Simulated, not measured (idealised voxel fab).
process module | voxel transistor to metal
cross-section cut | 180 nm wide | cells 5 nm
A cross-section is a grid of square cells, given in bands from the top down. A band is one or more rows of cells.
Each band's line starts with the height of the band's top and of its bottom, in nm. Then come its materials from left to right, each with its width in nm. One material with "throughout" fills the band from edge to edge. "air" is empty space.
Height 0 is the level under which the wafer as received is all one material. The lowest band goes on downwards, as in "0 down".
A width such as "30 to 40" changes by the same amount from each row of cells to the next, from the band's top row to its bottom row.
"no change" after a step means that no cell of the cross-section changed.
closed voids: empty space of 8 cells or more with no open way to the top, each as width x height at its distance from the left edge, in nm
after a step's settings: what the simulator itself notes on the step
overlay nm, on a step with a mask: how far to the right of its planned place the mask lay; to the left if negative
plan
1 op RECEIVE | material Si
2 op CONFORMAL_DEP | material SiO2 | thk nm 5
3 op CONFORMAL_DEP | material SiN | thk nm 10
4 op MASKED_ETCH | tone cover | mask id ACTIVE | width nm 110 | etch materials SiN | depth nm 10 | overlay nm 0
5 op MASKED_ETCH | tone cover | mask id ACTIVE | width nm 110 | etch materials SiO2 | depth nm 5 | overlay nm 0
6 op MASKED_ETCH | tone cover | mask id ACTIVE | width nm 100 | etch materials Si | depth nm 30 | overlay nm 0
7 op OXIDIZE | depth nm 5
8 op FILL_DEP | material SiO2 | thk nm 5
9 op CMP | height nm 15
10 op SELECTIVE_ETCH | etch materials SiO2 | depth nm 10
11 op STRIP | etch materials SiN
12 op SELECTIVE_ETCH | etch materials SiO2 | depth nm 5
13 op OXIDIZE | depth nm 5
14 op DIRECTIONAL_DEP | material polySi | thk nm 20
15 op DIRECTIONAL_DEP | material SiCN | thk nm 10
16 op PATTERN | tone cover | mask id GATE | material resist | width nm 30 | thk nm 15 | overlay nm 0
17 op DIRECTIONAL_ETCH | etch materials SiCN | depth nm 20
18 op DIRECTIONAL_ETCH | etch materials polySi | depth nm 30
19 op STRIP | etch materials resist
20 op CONFORMAL_DEP | material SiN | thk nm 10
21 op DIRECTIONAL_ETCH | etch materials SiN | depth nm 10
22 op DIRECTIONAL_ETCH | etch materials SiO2 | depth nm 5
23 op EPI | material pSi | thk nm 5
24 op FILL_DEP | material SiO2 | thk nm 10
25 op CMP | height nm 20
26 op STRIP | etch materials polySi
27 op SELECTIVE_ETCH | etch materials SiO2 | depth nm 5
28 op CONFORMAL_DEP | material HfO2 | thk nm 5
29 op CONFORMAL_DEP | material TiN | thk nm 5
30 op FILL_DEP | material W | thk nm 10
31 op CMP | height nm 15
32 op DIRECTIONAL_DEP | material SiO2 | thk nm 10
33 op MASKED_ETCH | tone open | mask id CONTACT | width nm 20 | pitch nm 80 | etch materials SiO2 | depth nm 25 | overlay nm 0
34 op CONFORMAL_DEP | material TiN | thk nm 5
35 op FILL_DEP | material Ru | thk nm 5
36 op CMP | height nm 25
37 op CONFORMAL_DEP | material SiN | thk nm 5
38 op DIRECTIONAL_DEP | material lowk | thk nm 20
39 op DIRECTIONAL_DEP | material aC | thk nm 15
40 op PATTERN | tone open | mask id METAL_1 | material resist | width nm 20 | pitch nm 80 | thk nm 30 | overlay nm 0
41 op DIRECTIONAL_ETCH | etch materials aC | depth nm 15
42 op STRIP | etch materials resist
43 op DIRECTIONAL_ETCH | etch materials lowk | depth nm 20
44 op DIRECTIONAL_ETCH | etch materials SiN | depth nm 5
45 op STRIP | etch materials aC
46 op CONFORMAL_DEP | material TiN | thk nm 5
47 op FILL_DEP | material Cu | thk nm 5
48 op CMP | height nm 50
49 op CONFORMAL_DEP | material SiCN | thk nm 5
50 op DIRECTIONAL_DEP | material SiO2 | thk nm 30
51 op MASKED_ETCH | tone open | mask id METAL_2_HOLES | width nm 15 | pitch nm 80 | etch materials SiO2 | depth nm 30 | overlay nm 0
52 op MASKED_ETCH | tone open | mask id METAL_2 | width nm 20 | pitch nm 80 | etch materials SiO2 | depth nm 20 | overlay nm 0
53 op MASKED_ETCH | tone open | mask id METAL_2 | width nm 20 | pitch nm 80 | etch materials SiCN | depth nm 5 | overlay nm 0
54 op CONFORMAL_DEP | material TiN | thk nm 5
55 op FILL_DEP | material Ru | thk nm 10
56 op CMP | height nm 85
57 op CONFORMAL_DEP | material SiN | thk nm 5
varied across the wafers: width nm of step 6. The plan shows the first wafer's value. All wafers start alike
first wafer as received, after step 1
  0 down: Si throughout
  closed voids: none
each wafer at the end: cells of each material gained (+) or lost (-) since it was received, then its closed voids
width nm 100 | +16 Cu | +14 HfO2 | +34 Ru | -132 Si | +30 SiCN | +76 SiN | +394 SiO2 | +88 TiN | +4 W | +112 lowk | +12 pSi | closed voids: none
width nm 105 | +16 Cu | +14 HfO2 | +34 Ru | -132 Si | +30 SiCN | +76 SiN | +394 SiO2 | +88 TiN | +4 W | +112 lowk | +12 pSi | closed voids: none
width nm 110 | +16 Cu | +14 HfO2 | +34 Ru | -132 Si | +30 SiCN | +76 SiN | +394 SiO2 | +88 TiN | +4 W | +112 lowk | +12 pSi | closed voids: none
width nm 115 | +16 Cu | +14 HfO2 | +34 Ru | -126 Si | +30 SiCN | +76 SiN | +387 SiO2 | +88 TiN | +4 W | +112 lowk | +13 pSi | closed voids: none
width nm 120 | +16 Cu | +14 HfO2 | +34 Ru | -120 Si | +30 SiCN | +76 SiN | +380 SiO2 | +88 TiN | +4 W | +112 lowk | +14 pSi | closed voids: none
width nm 125 | +16 Cu | +14 HfO2 | +34 Ru | -114 Si | +30 SiCN | +76 SiN | +373 SiO2 | +88 TiN | +4 W | +112 lowk | +15 pSi | closed voids: none
